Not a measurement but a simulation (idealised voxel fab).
Process module, titled voxel double patterning
cross-section cut | 295 nm wide | cells 5 nm
Cross-section layout: square cells on a grid; listed as bands, top to bottom; a band spans one or more cell rows.
Heads up on the band format: heights come first, top then bottom, in nm. After that it's the materials left to right, each with its width in nm. A single material flagged "all across" fills the whole band edge to edge, and "air" means there's empty space there.
Height 0 is the level under which the wafer as received is all one material. The lowest band goes on downwards, as in "0 down".
The width entry "30 to 40" should be interpreted row by row: the top row of cells in the band takes the first number, the bottom row takes the second number, and the change between adjacent rows is uniform throughout.
Basically "identical to before" means that step didn't change any cell in the cross-section.
Basically, "Enclosed internal voids" tells you about the enclosed voids: empty spaces with no open way to the top, 8 cells or bigger, each written width x height at distance, where distance is from the left edge, all in nm.
Note: text after step settings on the step line = simulator remark on that step.
The line of a step may include "overlay nm". On a step with a mask, this value is how far to the right of its planned place the mask lay. A negative value means the mask lay to the left.

Listed below are the process steps as planned:
step 1: RECEIVE [material Si]
step 2: CONFORMAL_DEP [material SiO2] [thk nm 5]
step 3: DIRECTIONAL_DEP [material W] [thk nm 10]
step 4: DIRECTIONAL_DEP [material SiCN] [thk nm 10]
step 5: DIRECTIONAL_DEP [material aC] [thk nm 15]
step 6: PATTERN [tone open] [mask id FIRST] [material resist] [width nm 15] [pitch nm 50] [thk nm 35] [overlay nm 0]
step 7: DIRECTIONAL_ETCH [etch materials aC] [depth nm 15]
step 8: STRIP [etch materials resist]
step 9: DIRECTIONAL_ETCH [etch materials SiCN] [depth nm 10]
step 10: STRIP [etch materials aC]
step 11: MASKED_ETCH [tone open] [mask id SECOND] [width nm 15] [etch materials SiCN] [depth nm 10] [overlay nm 0]
step 12: DIRECTIONAL_ETCH [etch materials W] [depth nm 10]
step 13: STRIP [etch materials SiCN]

This is the cross-section of the wafer as we received it, i.e. after step 1:
* 0 down | Si all across
* Enclosed internal voids: none

What the wafer looks like in cross-section after this module, when it starts as shown above and follows the plan above but one mistake is made in running it:
* 10 to 0 | 115 nm W / 15 nm air / 10 nm W / 15 nm air / 10 nm W / 15 nm air / 115 nm W
* 0 down | Si all across
* Enclosed internal voids: none
Against the plan, the run slipped here: skipped: plan step 2 (never run)
